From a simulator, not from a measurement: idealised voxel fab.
Process module name: voxel lift off
Xsec cut, 155 nm wide, square cell size 5 nm.
A cross-section in this document is a grid of square cells, and it is written down as bands, the top band listed before the ones below it; a band is made up of one or more rows of cells.
Basically the band line says how high the top is and how high the bottom is, in nm, and then what's in it from left to right, every material with its width in nm. Empty space shows up as "empty", and if a single material carries "edge to edge" it runs the full band edge to edge.
Zero point of the height axis is 0; under it, received wafer = one material. Lowest band: continues down indefinitely, "0 down".
When a width is written as two numbers, as in "30 to 40", the first number is the width in the top row of cells of the band and the second is the width in its bottom row, and the width changes by the same amount from each row to the next.
No cell of the cross-section changed in a step that is given as "no change".
"Closed internal voids" lists enclosed empty spaces (at least 8 cells, no open path upward to the top), each as width x height at distance from the left edge, in nm.
Step line, after settings: the simulator's comment on this step.
overlay nm: for a step with a mask, the amount by which the mask lay right of where it was planned; a negative amount means left of it.

Process steps (planned):
step 1: RECEIVE (material Si)
step 2: CONFORMAL_DEP (material SiN; thk nm 10)
step 3: PATTERN (tone open; mask id LINES; material resist; width nm 15; pitch nm 40; thk nm 25; overlay nm 0)
step 4: DIRECTIONAL_DEP (material Ru; thk nm 15)
step 5: STRIP (etch materials resist)
step 6: CONFORMAL_DEP (material SiO2; thk nm 5)
Across this set of wafers, the varied parameter is the width nm of step 3. Starting conditions are identical for every wafer, and the plan reports the value assigned to the first wafer.

The first of several wafers, as received after step 1, seen in section:
  0 down  Si edge to edge
  Closed internal voids: none

First wafer at the end, after step 6:
  30 to 25  empty 25 nm | SiO2 25 nm | empty 15 nm | SiO2 25 nm | empty 15 nm | SiO2 25 nm | empty 25 nm
  25 to 15  empty 25 nm | SiO2 5 nm | Ru 15 nm | SiO2 5 nm | empty 15 nm | SiO2 5 nm | Ru 15 nm | SiO2 5 nm | empty 15 nm | SiO2 5 nm | Ru 15 nm | SiO2 5 nm | empty 25 nm
  15 to 10  SiO2 30 nm | Ru 15 nm | SiO2 25 nm | Ru 15 nm | SiO2 25 nm | Ru 15 nm | SiO2 30 nm
  10 to 0  SiN edge to edge
  0 down  Si edge to edge
  Closed internal voids: none

Showing the last wafer in cross-section at the end of the module:
  30 to 25  empty 20 nm | SiO2 35 nm | empty 5 nm | SiO2 35 nm | empty 5 nm | SiO2 35 nm | empty 20 nm
  25 to 15  empty 20 nm | SiO2 5 nm | Ru 25 nm | SiO2 5 nm | empty 5 nm | SiO2 5 nm | Ru 25 nm | SiO2 5 nm | empty 5 nm | SiO2 5 nm | Ru 25 nm | SiO2 5 nm | empty 20 nm
  15 to 10  SiO2 25 nm | Ru 25 nm | SiO2 15 nm | Ru 25 nm | SiO2 15 nm | Ru 25 nm | SiO2 25 nm
  10 to 0  SiN edge to edge
  0 down  Si edge to edge
  Closed internal voids: none

For your reference, the table is organized with a row per wafer; each row reflects the wafer at the end of the module, indicating for each material the cells gained (+) or lost (-) since receipt, and thereafter its closed voids:
width nm 15, +27 Ru, +62 SiN, +49 SiO2, Closed internal voids: none
width nm 20, +36 Ru, +62 SiN, +49 SiO2, Closed internal voids: none
width nm 25, +45 Ru, +62 SiN, +49 SiO2, Closed internal voids: none
